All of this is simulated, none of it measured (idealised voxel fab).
The following is a process module called voxel capacitor over wiring.
Square cell edge 5 nm, section width 200 nm, ID cut.
Heads up, the way a cross-section reads in here is a grid of square cells, handed over as bands from the top down, with every band being one or more rows of cells.
Within each band entry, the heights of the top and of the bottom of the band appear first, in that order and in nm; the materials of the band then follow from left to right, each with its corresponding width in nm. The designation "all across" on a single material indicates that it fills the band from edge to edge; the designation "empty" indicates empty space.
Height datum 0, below which the as-received substrate wafer is one material. Lowest band open at the bottom, running downward: "top 0, no bottom".
Width: "30 to 40" (first number = top row, second number = bottom row, same change from row to row of cells).
Where a step carries "nothing was modified", the cross-section came out of it unchanged, cell for cell.
The label "Enclosed voids" introduces a list of the empty spaces, 8 cells or larger, that have no open way up to the top; each entry in it reads width x height at distance, where the distance is taken from the left edge and all three are stated in nm.
Note: text after step settings on the step line = simulator remark on that step.
The optional step-line setting "overlay nm" applies to steps with a mask and quantifies how far to the right of its planned location the mask lay, a negative value indicating leftward placement.

# Process steps - plan
1 RECEIVE (material Si)
2 CONFORMAL_DEP (material SiO2; thk nm 15)
3 DIRECTIONAL_DEP (material TiN; thk nm 5)
4 DIRECTIONAL_DEP (material Ru; thk nm 15)
5 MASKED_ETCH (tone cover; mask id METAL_1; width nm 25; pitch nm 85; etch materials Ru; depth nm 15; overlay nm 0)
6 MASKED_ETCH (tone cover; mask id METAL_1; width nm 25; pitch nm 85; etch materials TiN; depth nm 5; overlay nm 0)
7 FILL_DEP (material lowk; thk nm 10)
8 CMP (height nm 35)
9 CONFORMAL_DEP (material SiCN; thk nm 5)
10 DIRECTIONAL_DEP (material lowk; thk nm 20)
11 MASKED_ETCH (tone open; mask id PLUG_1; width nm 15; etch materials lowk; depth nm 20; overlay nm 0)
12 MASKED_ETCH (tone open; mask id PLUG_1; width nm 15; etch materials SiCN; depth nm 5; overlay nm 0)
13 EPI (material Ru; thk nm 10)
14 EPI (material Ru; thk nm 10)
15 EPI (material Ru; thk nm 5)
16 DIRECTIONAL_DEP (material TiN; thk nm 10)
17 DIRECTIONAL_DEP (material Al2O3; thk nm 5)
18 DIRECTIONAL_DEP (material TiN; thk nm 5)
19 PATTERN (tone cover; mask id UPPER_PLATE; material resist; width nm 65; thk nm 15; overlay nm 0)
20 DIRECTIONAL_ETCH (etch materials TiN; depth nm 5)
21 DIRECTIONAL_ETCH (etch materials Al2O3; depth nm 5)
22 STRIP (etch materials resist)
23 PATTERN (tone cover; mask id LOWER_PLATE; material resist; width nm 75; thk nm 20; overlay nm 0)
24 DIRECTIONAL_ETCH (etch materials TiN; depth nm 10)
25 STRIP (etch materials resist)
26 FILL_DEP (material SiO2; thk nm 15)
27 CMP (height nm 90)
28 DIRECTIONAL_DEP (material aC; thk nm 15)
29 PATTERN (tone open; mask id PLUG_2; material resist; width nm 15; thk nm 30; overlay nm 0)
30 DIRECTIONAL_ETCH (etch materials aC; depth nm 15)
31 STRIP (etch materials resist)
32 DIRECTIONAL_ETCH (etch materials SiO2; depth nm 10)
33 STRIP (etch materials aC)
34 CONFORMAL_DEP (material TiN; thk nm 5)
35 FILL_DEP (material W; thk nm 10)
36 CMP (height nm 90)
37 CONFORMAL_DEP (material SiCN; thk nm 5)

# Cross-section of the wafer upon arrival, representing the state reached after step 1
top 0, no bottom | Si all across
Enclosed voids: none

# Cross-section, end of module. Start: as above. Plan: as above. Execution: one mistake
top 95, bottom 90 | SiCN all across
top 90, bottom 85 | 75 of SiO2; 5 of TiN; 5 of W; 5 of TiN; 110 of SiO2
top 85, bottom 75 | 75 to 55 of SiO2; 15 to 65 of TiN; 110 to 80 of SiO2
top 75, bottom 70 | 55 of SiO2; 65 of Al2O3; 80 of SiO2
top 70, bottom 60 | 50 of SiO2; 75 of TiN; 75 of SiO2
top 60, bottom 40 | 55 of lowk; 15 of Ru; 130 of lowk
top 40, bottom 35 | 55 of SiCN; 15 of Ru; 130 of SiCN
top 35, bottom 20 | 45 of lowk; 25 of Ru; 60 of lowk; 25 of Ru; 45 of lowk
top 20, bottom 15 | 45 of lowk; 25 of TiN; 60 of lowk; 25 of TiN; 45 of lowk
top 15, bottom 0 | SiO2 all across
top 0, no bottom | Si all across
Enclosed voids: none
Diagnosis: note that step 29 departed from the planned setting and was carried out as PATTERN (tone open; mask id PLUG_2; material resist; width nm 15; thk nm 30; overlay nm 10)
